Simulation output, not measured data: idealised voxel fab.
The name of this process module is voxel wiring stack.
Section cut is 260 nm wide and gridded with 5 nm square cells.
In what follows, cross-sections appear as grids of square cells, described through bands that run from the top down, where every band is one or more rows of cells. Band: top height; bottom height; in nm. Then, left to right: material with width in nm, for each material. "all across": a single material spanning edge to edge. "air": empty space. Heights from 0 (as-received wafer is one material below). Bottom band endless downward, as "0 down". A width such as "30 to 40" changes by the same amount from each row of cells to the next, from the band's top row to its bottom row. "identical to before" -> step changed no cross-section cell. Cavities, sealed: empty space of 8 cells or more with no open way to the top, each as width x height at its distance from the left edge, in nm. On each step's line, the part that comes after the settings is the simulator's own comment on the step. If you see "overlay nm" on a step's line and that step has a mask, it's telling you how far right of where it was planned the mask ended up; a negative number means it went left instead.
The planned process steps are enumerated hereunder
1) RECEIVE: material Si
2) CONFORMAL_DEP: material SiO2, thk nm 10
3) DIRECTIONAL_DEP: material TiN, thk nm 5
4) DIRECTIONAL_DEP: material Ru, thk nm 25
5) DIRECTIONAL_DEP: material aC, thk nm 10
6) PATTERN: tone cover, mask id METAL_1, material resist, width nm 20, pitch nm 50, thk nm 25, overlay nm 0
7) DIRECTIONAL_ETCH: etch materials aC, depth nm 10
8) STRIP: etch materials resist
9) DIRECTIONAL_ETCH: etch materials Ru, depth nm 25
10) DIRECTIONAL_ETCH: etch materials TiN, depth nm 5
11) STRIP: etch materials aC
12) CONFORMAL_DEP: material SiN, thk nm 5
13) FILL_DEP: material lowk, thk nm 10
14) CMP: height nm 40
15) CONFORMAL_DEP: material SiCN, thk nm 5
16) DIRECTIONAL_DEP: material lowk, thk nm 25
17) MASKED_ETCH: tone open, mask id METAL_2_HOLES, width nm 15, pitch nm 50, etch materials lowk, depth nm 25, overlay nm 0
18) PATTERN: tone open, mask id METAL_2, material resist, width nm 20, pitch nm 50, thk nm 20, overlay nm 0
19) DIRECTIONAL_ETCH: etch materials lowk, depth nm 15
20) DIRECTIONAL_ETCH: etch materials SiCN, depth nm 5
21) STRIP: etch materials resist
22) CONFORMAL_DEP: material TiN, thk nm 5
23) FILL_DEP: material Ru, thk nm 5
24) CMP: height nm 70
25) CONFORMAL_DEP: material SiCN, thk nm 5
26) DIRECTIONAL_DEP: material lowk, thk nm 35
27) PATTERN: tone open, mask id METAL_3, material resist, width nm 20, pitch nm 50, thk nm 20, overlay nm 0
28) DIRECTIONAL_ETCH: etch materials lowk, depth nm 20
29) STRIP: etch materials resist
30) MASKED_ETCH: tone open, mask id METAL_3_HOLES, width nm 15, pitch nm 50, etch materials lowk, depth nm 15, overlay nm 0
31) MASKED_ETCH: tone open, mask id METAL_3_HOLES, width nm 15, pitch nm 50, etch materials SiCN, depth nm 5, overlay nm 0
32) CONFORMAL_DEP: material TiN, thk nm 5
33) FILL_DEP: material Cu, thk nm 5
34) CMP: height nm 110
35) CONFORMAL_DEP: material SiCN, thk nm 5
First wafer out of two, processed as planned
Cross-sectional view of the wafer in its as-received condition, corresponding to the state after step 1
* 0 down | Si all across
* Cavities, sealed: none
After step 2: wafer cross-section
* 10 to 0 | SiO2 all across
* Below a height of 0, the structure has not been altered.
After step 3: wafer cross-section
* 15 to 10 | TiN all across
* Below a height of 10, the structure has not been altered.
After step 4: wafer cross-section
* 40 to 15 | Ru all across
* Below a height of 15, the structure has not been altered.
After step 5: wafer cross-section
* 50 to 40 | aC all across
* Below a height of 40, the structure has not been altered.
After step 6: wafer cross-section
* 75 to 50 | air (45), resist (20), air (30), resist (20), air (30), resist (20), air (30), resist (20), air (45)
* Below a height of 50, the structure has not been altered.
After step 7: wafer cross-section
* 65 to 50 | air (45), resist (20), air (30), resist (20), air (30), resist (20), air (30), resist (20), air (45)
* 50 to 40 | air (45), aC (20), air (30), aC (20), air (30), aC (20), air (30), aC (20), air (45)
* Below a height of 40, the structure has not been altered.
After step 8: wafer cross-section
* 50 to 40 | air (45), aC (20), air (30), aC (20), air (30), aC (20), air (30), aC (20), air (45)
* Below a height of 40, the structure has not been altered.
After step 9: wafer cross-section
* 50 to 40 | air (45), aC (20), air (30), aC (20), air (30), aC (20), air (30), aC (20), air (45)
* 40 to 15 | air (45), Ru (20), air (30), Ru (20), air (30), Ru (20), air (30), Ru (20), air (45)
* Below a height of 15, the structure has not been altered.
After step 10: wafer cross-section
* 50 to 40 | air (45), aC (20), air (30), aC (20), air (30), aC (20), air (30), aC (20), air (45)
* 40 to 15 | air (45), Ru (20), air (30), Ru (20), air (30), Ru (20), air (30), Ru (20), air (45)
* 15 to 10 | air (45), TiN (20), air (30), TiN (20), air (30), TiN (20), air (30), TiN (20), air (45)
* Below a height of 10, the structure has not been altered.
After step 11: wafer cross-section
* 40 to 15 | air (45), Ru (20), air (30), Ru (20), air (30), Ru (20), air (30), Ru (20), air (45)
* Below a height of 15, the structure has not been altered.
After step 12: wafer cross-section
* 45 to 40 | air (40), SiN (30), air (20), SiN (30), air (20), SiN (30), air (20), SiN (30), air (40)
* 40 to 15 | air (40), SiN (5), Ru (20), SiN (5), air (20), SiN (5), Ru (20), SiN (5), air (20), SiN (5), Ru (20), SiN (5), air (20), SiN (5), Ru (20), SiN (5), air (40)
* 15 to 10 | SiN (45), TiN (20), SiN (30), TiN (20), SiN (30), TiN (20), SiN (30), TiN (20), SiN (45)
* Below a height of 10, the structure has not been altered.
After step 13: wafer cross-section
* 55 to 45 | lowk all across
* 45 to 40 | lowk (40), SiN (30), lowk (20), SiN (30), lowk (20), SiN (30), lowk (20), SiN (30), lowk (40)
* 40 to 15 | lowk (40), SiN (5), Ru (20), SiN (5), lowk (20), SiN (5), Ru (20), SiN (5), lowk (20), SiN (5), Ru (20), SiN (5), lowk (20), SiN (5), Ru (20), SiN (5), lowk (40)
* Below a height of 15, the structure has not been altered.
After step 14: wafer cross-section
* 40 to 15 | lowk (40), SiN (5), Ru (20), SiN (5), lowk (20), SiN (5), Ru (20), SiN (5), lowk (20), SiN (5), Ru (20), SiN (5), lowk (20), SiN (5), Ru (20), SiN (5), lowk (40)
* Below a height of 15, the structure has not been altered.
After step 15: wafer cross-section
* 45 to 40 | SiCN all across
* Below a height of 40, the structure has not been altered.
After step 16: wafer cross-section
* 70 to 45 | lowk all across
* Below a height of 45, the structure has not been altered.
After step 17: wafer cross-section
* 70 to 45 | lowk (45), air (15), lowk (35), air (15), lowk (35), air (15), lowk (35), air (15), lowk (50)
* Below a height of 45, the structure has not been altered.
After step 18: wafer cross-section
* 90 to 70 | resist (45), air (20), resist (30), air (20), resist (30), air (20), resist (30), air (20), resist (45)
* Below a height of 70, the structure has not been altered.
After step 19: wafer cross-section
* 90 to 70 | resist (45), air (20), resist (30), air (20), resist (30), air (20), resist (30), air (20), resist (45)
* 70 to 55 | lowk (45), air (20), lowk (30), air (20), lowk (30), air (20), lowk (30), air (20), lowk (45)
* Below a height of 55, the structure has not been altered.
After step 20: wafer cross-section
* 90 to 70 | resist (45), air (20), resist (30), air (20), resist (30), air (20), resist (30), air (20), resist (45)
* 70 to 55 | lowk (45), air (20), lowk (30), air (20), lowk (30), air (20), lowk (30), air (20), lowk (45)
* 55 to 45 | lowk (45), air (15), lowk (35), air (15), lowk (35), air (15), lowk (35), air (15), lowk (50)
* 45 to 40 | SiCN (45), air (15), SiCN (35), air (15), SiCN (35), air (15), SiCN (35), air (15), SiCN (50)
* Below a height of 40, the structure has not been altered.
After step 21: wafer cross-section
* 70 to 55 | lowk (45), air (20), lowk (30), air (20), lowk (30), air (20), lowk (30), air (20), lowk (45)
* Below a height of 55, the structure has not been altered.
After step 22: wafer cross-section
* 75 to 70 | TiN (50), air (10), TiN (40), air (10), TiN (40), air (10), TiN (40), air (10), TiN (50)
* 70 to 60 | lowk (45), TiN (5), air (10), TiN (5), lowk (30), TiN (5), air (10), TiN (5), lowk (30), TiN (5), air (10), TiN (5), lowk (30), TiN (5), air (10), TiN (5), lowk (45)
* 60 to 55 | lowk (45), TiN (5), air (5), TiN (10), lowk (30), TiN (5), air (5), TiN (10), lowk (30), TiN (5), air (5), TiN (10), lowk (30), TiN (5), air (5), TiN (10), lowk (45)
* 55 to 45 | lowk (45), TiN (5), air (5), TiN (5), lowk (35), TiN (5), air (5), TiN (5), lowk (35), TiN (5), air (5), TiN (5), lowk (35), TiN (5), air (5), TiN (5), lowk (50)
* 45 to 40 | SiCN (45), TiN (15), SiCN (35), TiN (15), SiCN (35), TiN (15), SiCN (35), TiN (15), SiCN (50)
* Below a height of 40, the structure has not been altered.
After step 23: wafer cross-section
* 80 to 75 | Ru all across
* 75 to 70 | TiN (50), Ru (10), TiN (40), Ru (10), TiN (40), Ru (10), TiN (40), Ru (10), TiN (50)
* 70 to 60 | lowk (45), TiN (5), Ru (10), TiN (5), lowk (30), TiN (5), Ru (10), TiN (5), lowk (30), TiN (5), Ru (10), TiN (5), lowk (30), TiN (5), Ru (10), TiN (5), lowk (45)
* 60 to 55 | lowk (45), TiN (5), Ru (5), TiN (10), lowk (30), TiN (5), Ru (5), TiN (10), lowk (30), TiN (5), Ru (5), TiN (10), lowk (30), TiN (5), Ru (5), TiN (10), lowk (45)
* 55 to 45 | lowk (45), TiN (5), Ru (5), TiN (5), lowk (35), TiN (5), Ru (5), TiN (5), lowk (35), TiN (5), Ru (5), TiN (5), lowk (35), TiN (5), Ru (5), TiN (5), lowk (50)
* Below a height of 45, the structure has not been altered.
After step 24: wafer cross-section
* 70 to 60 | lowk (45), TiN (5), Ru (10), TiN (5), lowk (30), TiN (5), Ru (10), TiN (5), lowk (30), TiN (5), Ru (10), TiN (5), lowk (30), TiN (5), Ru (10), TiN (5), lowk (45)
* Below a height of 60, the structure has not been altered.
After step 25: wafer cross-section
* 75 to 70 | SiCN all across
* Below a height of 70, the structure has not been altered.
After step 26: wafer cross-section
* 110 to 75 | lowk all across
* Below a height of 75, the structure has not been altered.
After step 27: wafer cross-section
* 130 to 110 | resist (45), air (20), resist (30), air (20), resist (30), air (20), resist (30), air (20), resist (45)
* Below a height of 110, the structure has not been altered.
After step 28: wafer cross-section
* 130 to 110 | resist (45), air (20), resist (30), air (20), resist (30), air (20), resist (30), air (20), resist (45)
* 110 to 90 | lowk (45), air (20), lowk (30), air (20), lowk (30), air (20), lowk (30), air (20), lowk (45)
* Below a height of 90, the structure has not been altered.
After step 29: wafer cross-section
* 110 to 90 | lowk (45), air (20), lowk (30), air (20), lowk (30), air (20), lowk (30), air (20), lowk (45)
* Below a height of 90, the structure has not been altered.
After step 30: wafer cross-section
* 110 to 90 | lowk (45), air (20), lowk (30), air (20), lowk (30), air (20), lowk (30), air (20), lowk (45)
* 90 to 75 | lowk (45), air (15), lowk (35), air (15), lowk (35), air (15), lowk (35), air (15), lowk (50)
* Below a height of 75, the structure has not been altered.
After step 31: wafer cross-section
* 110 to 90 | lowk (45), air (20), lowk (30), air (20), lowk (30), air (20), lowk (30), air (20), lowk (45)
* 90 to 75 | lowk (45), air (15), lowk (35), air (15), lowk (35), air (15), lowk (35), air (15), lowk (50)
* 75 to 70 | SiCN (45), air (15), SiCN (35), air (15), SiCN (35), air (15), SiCN (35), air (15), SiCN (50)
* Below a height of 70, the structure has not been altered.
After step 32: wafer cross-section
* 115 to 110 | TiN (50), air (10), TiN (40), air (10), TiN (40), air (10), TiN (40), air (10), TiN (50)
* 110 to 95 | lowk (45), TiN (5), air (10), TiN (5), lowk (30), TiN (5), air (10), TiN (5), lowk (30), TiN (5), air (10), TiN (5), lowk (30), TiN (5), air (10), TiN (5), lowk (45)
* 95 to 90 | lowk (45), TiN (5), air (5), TiN (10), lowk (30), TiN (5), air (5), TiN (10), lowk (30), TiN (5), air (5), TiN (10), lowk (30), TiN (5), air (5), TiN (10), lowk (45)
* 90 to 75 | lowk (45), TiN (5), air (5), TiN (5), lowk (35), TiN (5), air (5), TiN (5), lowk (35), TiN (5), air (5), TiN (5), lowk (35), TiN (5), air (5), TiN (5), lowk (50)
* 75 to 70 | SiCN (45), TiN (15), SiCN (35), TiN (15), SiCN (35), TiN (15), SiCN (35), TiN (15), SiCN (50)
* Below a height of 70, the structure has not been altered.
After step 33: wafer cross-section
* 120 to 115 | Cu all across
* 115 to 110 | TiN (50), Cu (10), TiN (40), Cu (10), TiN (40), Cu (10), TiN (40), Cu (10), TiN (50)
* 110 to 95 | lowk (45), TiN (5), Cu (10), TiN (5), lowk (30), TiN (5), Cu (10), TiN (5), lowk (30), TiN (5), Cu (10), TiN (5), lowk (30), TiN (5), Cu (10), TiN (5), lowk (45)
* 95 to 90 | lowk (45), TiN (5), Cu (5), TiN (10), lowk (30), TiN (5), Cu (5), TiN (10), lowk (30), TiN (5), Cu (5), TiN (10), lowk (30), TiN (5), Cu (5), TiN (10), lowk (45)
* 90 to 75 | lowk (45), TiN (5), Cu (5), TiN (5), lowk (35), TiN (5), Cu (5), TiN (5), lowk (35), TiN (5), Cu (5), TiN (5), lowk (35), TiN (5), Cu (5), TiN (5), lowk (50)
* Below a height of 75, the structure has not been altered.
After step 34: wafer cross-section
* 110 to 95 | lowk (45), TiN (5), Cu (10), TiN (5), lowk (30), TiN (5), Cu (10), TiN (5), lowk (30), TiN (5), Cu (10), TiN (5), lowk (30), TiN (5), Cu (10), TiN (5), lowk (45)
* Below a height of 95, the structure has not been altered.
After step 35: wafer cross-section
* 115 to 110 | SiCN all across
* Below a height of 110, the structure has not been altered.
Here the second wafer is described. Its start and its plan were those of the first wafer. Its run contained one mistake. Up to and including step 1, it did exactly what the first wafer did
Planned end of step 2: second wafer, cross-section
* 15 to 0 | SiO2 all across
* Below a height of 0, the structure has not been altered.
Planned end of step 3: second wafer, cross-section
* 20 to 15 | TiN all across
* Below a height of 15, the structure has not been altered.
Planned end of step 4: second wafer, cross-section
* 45 to 20 | Ru all across
* Below a height of 20, the structure has not been altered.
Planned end of step 5: second wafer, cross-section
* 55 to 45 | aC all across
* Below a height of 45, the structure has not been altered.
Planned end of step 6: second wafer, cross-section
* 80 to 55 | air (45), resist (20), air (30), resist (20), air (30), resist (20), air (30), resist (20), air (45)
* Below a height of 55, the structure has not been altered.
Planned end of step 7: second wafer, cross-section
* 70 to 55 | air (45), resist (20), air (30), resist (20), air (30), resist (20), air (30), resist (20), air (45)
* 55 to 45 | air (45), aC (20), air (30), aC (20), air (30), aC (20), air (30), aC (20), air (45)
* Below a height of 45, the structure has not been altered.
Planned end of step 8: second wafer, cross-section
* 55 to 45 | air (45), aC (20), air (30), aC (20), air (30), aC (20), air (30), aC (20), air (45)
* Below a height of 45, the structure has not been altered.
Planned end of step 9: second wafer, cross-section
* 55 to 45 | air (45), aC (20), air (30), aC (20), air (30), aC (20), air (30), aC (20), air (45)
* 45 to 20 | air (45), Ru (20), air (30), Ru (20), air (30), Ru (20), air (30), Ru (20), air (45)
* Below a height of 20, the structure has not been altered.
Planned end of step 10: second wafer, cross-section
* 55 to 45 | air (45), aC (20), air (30), aC (20), air (30), aC (20), air (30), aC (20), air (45)
* 45 to 20 | air (45), Ru (20), air (30), Ru (20), air (30), Ru (20), air (30), Ru (20), air (45)
* 20 to 15 | air (45), TiN (20), air (30), TiN (20), air (30), TiN (20), air (30), TiN (20), air (45)
* Below a height of 15, the structure has not been altered.
Planned end of step 11: second wafer, cross-section
* 45 to 20 | air (45), Ru (20), air (30), Ru (20), air (30), Ru (20), air (30), Ru (20), air (45)
* Below a height of 20, the structure has not been altered.
Planned end of step 12: second wafer, cross-section
* 50 to 45 | air (40), SiN (30), air (20), SiN (30), air (20), SiN (30), air (20), SiN (30), air (40)
* 45 to 20 | air (40), SiN (5), Ru (20), SiN (5), air (20), SiN (5), Ru (20), SiN (5), air (20), SiN (5), Ru (20), SiN (5), air (20), SiN (5), Ru (20), SiN (5), air (40)
* 20 to 15 | SiN (45), TiN (20), SiN (30), TiN (20), SiN (30), TiN (20), SiN (30), TiN (20), SiN (45)
* Below a height of 15, the structure has not been altered.
Planned end of step 13: second wafer, cross-section
* 60 to 50 | lowk all across
* 50 to 45 | lowk (40), SiN (30), lowk (20), SiN (30), lowk (20), SiN (30), lowk (20), SiN (30), lowk (40)
* 45 to 20 | lowk (40), SiN (5), Ru (20), SiN (5), lowk (20), SiN (5), Ru (20), SiN (5), lowk (20), SiN (5), Ru (20), SiN (5), lowk (20), SiN (5), Ru (20), SiN (5), lowk (40)
* Below a height of 20, the structure has not been altered.
Planned end of step 14: second wafer, cross-section
* 40 to 20 | lowk (40), SiN (5), Ru (20), SiN (5), lowk (20), SiN (5), Ru (20), SiN (5), lowk (20), SiN (5), Ru (20), SiN (5), lowk (20), SiN (5), Ru (20), SiN (5), lowk (40)
* Below a height of 20, the structure has not been altered.
Planned end of step 15: second wafer, cross-section
* 45 to 40 | SiCN all across
* Below a height of 40, the structure has not been altered.
Planned end of step 16: second wafer, cross-section
* 70 to 45 | lowk all across
* Below a height of 45, the structure has not been altered.
Planned end of step 17: second wafer, cross-section
* 70 to 45 | lowk (45), air (15), lowk (35), air (15), lowk (35), air (15), lowk (35), air (15), lowk (50)
* Below a height of 45, the structure has not been altered.
Planned end of step 18: second wafer, cross-section
* 90 to 70 | resist (45), air (20), resist (30), air (20), resist (30), air (20), resist (30), air (20), resist (45)
* Below a height of 70, the structure has not been altered.
Planned end of step 19: second wafer, cross-section
* 90 to 70 | resist (45), air (20), resist (30), air (20), resist (30), air (20), resist (30), air (20), resist (45)
* 70 to 55 | lowk (45), air (20), lowk (30), air (20), lowk (30), air (20), lowk (30), air (20), lowk (45)
* Below a height of 55, the structure has not been altered.
Planned end of step 20: second wafer, cross-section
* 90 to 70 | resist (45), air (20), resist (30), air (20), resist (30), air (20), resist (30), air (20), resist (45)
* 70 to 55 | lowk (45), air (20), lowk (30), air (20), lowk (30), air (20), lowk (30), air (20), lowk (45)
* 55 to 45 | lowk (45), air (15), lowk (35), air (15), lowk (35), air (15), lowk (35), air (15), lowk (50)
* 45 to 40 | SiCN (45), air (15), SiCN (35), air (15), SiCN (35), air (15), SiCN (35), air (15), SiCN (50)
* Below a height of 40, the structure has not been altered.
Planned end of step 21: second wafer, cross-section
* 70 to 55 | lowk (45), air (20), lowk (30), air (20), lowk (30), air (20), lowk (30), air (20), lowk (45)
* Below a height of 55, the structure has not been altered.
Planned end of step 22: second wafer, cross-section
* 75 to 70 | TiN (50), air (10), TiN (40), air (10), TiN (40), air (10), TiN (40), air (10), TiN (50)
* 70 to 60 | lowk (45), TiN (5), air (10), TiN (5), lowk (30), TiN (5), air (10), TiN (5), lowk (30), TiN (5), air (10), TiN (5), lowk (30), TiN (5), air (10), TiN (5), lowk (45)
* 60 to 55 | lowk (45), TiN (5), air (5), TiN (10), lowk (30), TiN (5), air (5), TiN (10), lowk (30), TiN (5), air (5), TiN (10), lowk (30), TiN (5), air (5), TiN (10), lowk (45)
* 55 to 45 | lowk (45), TiN (5), air (5), TiN (5), lowk (35), TiN (5), air (5), TiN (5), lowk (35), TiN (5), air (5), TiN (5), lowk (35), TiN (5), air (5), TiN (5), lowk (50)
* 45 to 40 | SiCN (45), TiN (15), SiCN (35), TiN (15), SiCN (35), TiN (15), SiCN (35), TiN (15), SiCN (50)
* Below a height of 40, the structure has not been altered.
Planned end of step 23: second wafer, cross-section
* 80 to 75 | Ru all across
* 75 to 70 | TiN (50), Ru (10), TiN (40), Ru (10), TiN (40), Ru (10), TiN (40), Ru (10), TiN (50)
* 70 to 60 | lowk (45), TiN (5), Ru (10), TiN (5), lowk (30), TiN (5), Ru (10), TiN (5), lowk (30), TiN (5), Ru (10), TiN (5), lowk (30), TiN (5), Ru (10), TiN (5), lowk (45)
* 60 to 55 | lowk (45), TiN (5), Ru (5), TiN (10), lowk (30), TiN (5), Ru (5), TiN (10), lowk (30), TiN (5), Ru (5), TiN (10), lowk (30), TiN (5), Ru (5), TiN (10), lowk (45)
* 55 to 45 | lowk (45), TiN (5), Ru (5), TiN (5), lowk (35), TiN (5), Ru (5), TiN (5), lowk (35), TiN (5), Ru (5), TiN (5), lowk (35), TiN (5), Ru (5), TiN (5), lowk (50)
* Below a height of 45, the structure has not been altered.
Planned end of step 24: second wafer, cross-section
* 70 to 60 | lowk (45), TiN (5), Ru (10), TiN (5), lowk (30), TiN (5), Ru (10), TiN (5), lowk (30), TiN (5), Ru (10), TiN (5), lowk (30), TiN (5), Ru (10), TiN (5), lowk (45)
* Below a height of 60, the structure has not been altered.
Planned end of step 25: second wafer, cross-section
* 75 to 70 | SiCN all across
* Below a height of 70, the structure has not been altered.
Planned end of step 26: second wafer, cross-section
* 110 to 75 | lowk all across
* Below a height of 75, the structure has not been altered.
Planned end of step 27: second wafer, cross-section
* 130 to 110 | resist (45), air (20), resist (30), air (20), resist (30), air (20), resist (30), air (20), resist (45)
* Below a height of 110, the structure has not been altered.
Planned end of step 28: second wafer, cross-section
* 130 to 110 | resist (45), air (20), resist (30), air (20), resist (30), air (20), resist (30), air (20), resist (45)
* 110 to 90 | lowk (45), air (20), lowk (30), air (20), lowk (30), air (20), lowk (30), air (20), lowk (45)
* Below a height of 90, the structure has not been altered.
Planned end of step 29: second wafer, cross-section
* 110 to 90 | lowk (45), air (20), lowk (30), air (20), lowk (30), air (20), lowk (30), air (20), lowk (45)
* Below a height of 90, the structure has not been altered.
Planned end of step 30: second wafer, cross-section
* 110 to 90 | lowk (45), air (20), lowk (30), air (20), lowk (30), air (20), lowk (30), air (20), lowk (45)
* 90 to 75 | lowk (45), air (15), lowk (35), air (15), lowk (35), air (15), lowk (35), air (15), lowk (50)
* Below a height of 75, the structure has not been altered.
Planned end of step 31: second wafer, cross-section
* 110 to 90 | lowk (45), air (20), lowk (30), air (20), lowk (30), air (20), lowk (30), air (20), lowk (45)
* 90 to 75 | lowk (45), air (15), lowk (35), air (15), lowk (35), air (15), lowk (35), air (15), lowk (50)
* 75 to 70 | SiCN (45), air (15), SiCN (35), air (15), SiCN (35), air (15), SiCN (35), air (15), SiCN (50)
* Below a height of 70, the structure has not been altered.
Planned end of step 32: second wafer, cross-section
* 115 to 110 | TiN (50), air (10), TiN (40), air (10), TiN (40), air (10), TiN (40), air (10), TiN (50)
* 110 to 95 | lowk (45), TiN (5), air (10), TiN (5), lowk (30), TiN (5), air (10), TiN (5), lowk (30), TiN (5), air (10), TiN (5), lowk (30), TiN (5), air (10), TiN (5), lowk (45)
* 95 to 90 | lowk (45), TiN (5), air (5), TiN (10), lowk (30), TiN (5), air (5), TiN (10), lowk (30), TiN (5), air (5), TiN (10), lowk (30), TiN (5), air (5), TiN (10), lowk (45)
* 90 to 75 | lowk (45), TiN (5), air (5), TiN (5), lowk (35), TiN (5), air (5), TiN (5), lowk (35), TiN (5), air (5), TiN (5), lowk (35), TiN (5), air (5), TiN (5), lowk (50)
* 75 to 70 | SiCN (45), TiN (15), SiCN (35), TiN (15), SiCN (35), TiN (15), SiCN (35), TiN (15), SiCN (50)
* Below a height of 70, the structure has not been altered.
Planned end of step 33: second wafer, cross-section
* 120 to 115 | Cu all across
* 115 to 110 | TiN (50), Cu (10), TiN (40), Cu (10), TiN (40), Cu (10), TiN (40), Cu (10), TiN (50)
* 110 to 95 | lowk (45), TiN (5), Cu (10), TiN (5), lowk (30), TiN (5), Cu (10), TiN (5), lowk (30), TiN (5), Cu (10), TiN (5), lowk (30), TiN (5), Cu (10), TiN (5), lowk (45)
* 95 to 90 | lowk (45), TiN (5), Cu (5), TiN (10), lowk (30), TiN (5), Cu (5), TiN (10), lowk (30), TiN (5), Cu (5), TiN (10), lowk (30), TiN (5), Cu (5), TiN (10), lowk (45)
* 90 to 75 | lowk (45), TiN (5), Cu (5), TiN (5), lowk (35), TiN (5), Cu (5), TiN (5), lowk (35), TiN (5), Cu (5), TiN (5), lowk (35), TiN (5), Cu (5), TiN (5), lowk (50)
* Below a height of 75, the structure has not been altered.
Planned end of step 34: second wafer, cross-section
* 110 to 95 | lowk (45), TiN (5), Cu (10), TiN (5), lowk (30), TiN (5), Cu (10), TiN (5), lowk (30), TiN (5), Cu (10), TiN (5), lowk (30), TiN (5), Cu (10), TiN (5), lowk (45)
* Below a height of 95, the structure has not been altered.
Planned end of step 35: second wafer, cross-section
* 115 to 110 | SiCN all across
* Below a height of 110, the structure has not been altered.
Diagnosis: step 2 did not happen as planned, as run it was CONFORMAL_DEP: material SiO2, thk nm 15
End of process, cell counts, second wafer against first, materials with more or fewer: Ru: 16 fewer, SiN: 8 fewer, SiO2: 52 more, lowk: 28 fewer
